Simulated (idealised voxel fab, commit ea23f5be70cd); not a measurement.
This is a process module. Its name is voxel self aligned vias.
The figure presents cross-section cut, which has a width of 290 nm and is divided into square cells with an edge length of 5 nm.
Cross-section spec: square-cell grid; bands listed top down; each band is one or more rows.
For a band, the entry starts with two heights in nm, that of the top and then that of the bottom, and carries on with the band's materials in order from left to right, each alongside its width in nm; the word "all across" beside a single material means it fills the band edge to edge, and "empty" means empty space.
Where do heights start? At 0: under that level the wafer as delivered is made of one material only. And the lowest band has no floor; it just carries on downward, as in "from 0 down".
Width: "30..40" (first number = top row, second number = bottom row, same change from row to row of cells).
A step reported as "remains unaltered" is a step in which no cell of the cross-section changed.
Entry "Voids, sealed" = empty spaces >= 8 cells with no open way to the top; each as width x height at distance, distance from left edge, all nm.
If you see something after the settings on a step's line, that's the simulator's own remark about that step.
"overlay nm" answers the question of how far to the right of plan the mask lay on a step that has a mask, and when it is negative the answer is to the left.
## Process steps - plan
1,RECEIVE [material Si]
2,CONFORMAL_DEP [material SiO2] [thk nm 10]
3,CONFORMAL_DEP [material SiCN] [thk nm 5]
4,DIRECTIONAL_DEP [material lowk] [thk nm 30]
5,DIRECTIONAL_DEP [material aC] [thk nm 10]
6,PATTERN [tone open] [mask id LINES] [material resist] [width nm 30] [pitch nm 80] [thk nm 25] [overlay nm 0]
7,DIRECTIONAL_ETCH [etch materials aC] [depth nm 10]
8,STRIP [etch materials resist]
9,DIRECTIONAL_ETCH [etch materials lowk] [depth nm 30]
10,STRIP [etch materials aC]
11,CONFORMAL_DEP [material TiN] [thk nm 5]
12,FILL_DEP [material Ru] [thk nm 5]
13,CMP [height nm 45]
14,SELECTIVE_ETCH [etch materials W Ru TiN] [depth nm 10]
15,FILL_DEP [material SiN] [thk nm 5]
16,CMP [height nm 45]
17,DIRECTIONAL_DEP [material lowk] [thk nm 15]
18,DIRECTIONAL_DEP [material aC] [thk nm 15]
19,PATTERN [tone open] [mask id VIAS] [material resist] [width nm 50] [pitch nm 80] [thk nm 35] [overlay nm 0]
20,DIRECTIONAL_ETCH [etch materials aC] [depth nm 15]
21,STRIP [etch materials resist]
22,DIRECTIONAL_ETCH [etch materials lowk] [depth nm 15]
23,DIRECTIONAL_ETCH [etch materials SiN] [depth nm 10]
24,STRIP [etch materials aC]
25,CONFORMAL_DEP [material TiN] [thk nm 5]
26,FILL_DEP [material Ru] [thk nm 5]
27,CMP [height nm 60]
28,CONFORMAL_DEP [material SiCN] [thk nm 5]
## So this is the incoming wafer in cross-section - it's already been through step 1
from 0 down: Si all across
Voids, sealed: none
## The first of two wafers, cross-sectioned at the end of the module, with the run proceeding as planned
from 65 to 60: SiCN all across
from 60 to 50: lowk (80)  TiN (5)  Ru (40)  TiN (5)  lowk (30)  TiN (5)  Ru (40)  TiN (5)  lowk (80)
from 50 to 40: lowk (80..90)  TiN (15..5)  Ru (20)  TiN (15..5)  lowk (30..50)  TiN (15..5)  Ru (20)  TiN (15..5)  lowk (80..90)
from 40 to 35: lowk (90)  TiN (30)  lowk (50)  TiN (30)  lowk (90)
from 35 to 20: lowk (90)  TiN (5)  Ru (20)  TiN (5)  lowk (50)  TiN (5)  Ru (20)  TiN (5)  lowk (90)
from 20 to 15: lowk (90)  TiN (30)  lowk (50)  TiN (30)  lowk (90)
from 15 to 10: SiCN all across
from 10 to 0: SiO2 all across
from 0 down: Si all across
Voids, sealed: none
## Cross-section, wafer two of two, end of module: same start and plan as wafer one, one error in execution
from 65 to 60: SiCN all across
from 60 to 50: lowk (80)  TiN (5)  Ru (40)  TiN (5)  lowk (30)  TiN (5)  Ru (40)  TiN (5)  lowk (80)
from 50 to 45: lowk (80)  TiN (50)  lowk (30)  TiN (50)  lowk (80)
from 45 to 40: SiCN all across
from 40 to 10: lowk all across
from 10 to 0: SiO2 all across
from 0 down: Si all across
Voids, sealed: none
The plan and the run diverged here: order of steps 3 and 4 inverted relative to the plan
Final tally in cells, some materials are higher or lower on the second wafer than on the first: Ru: 40 fewer; TiN: 32 fewer; lowk: 72 more
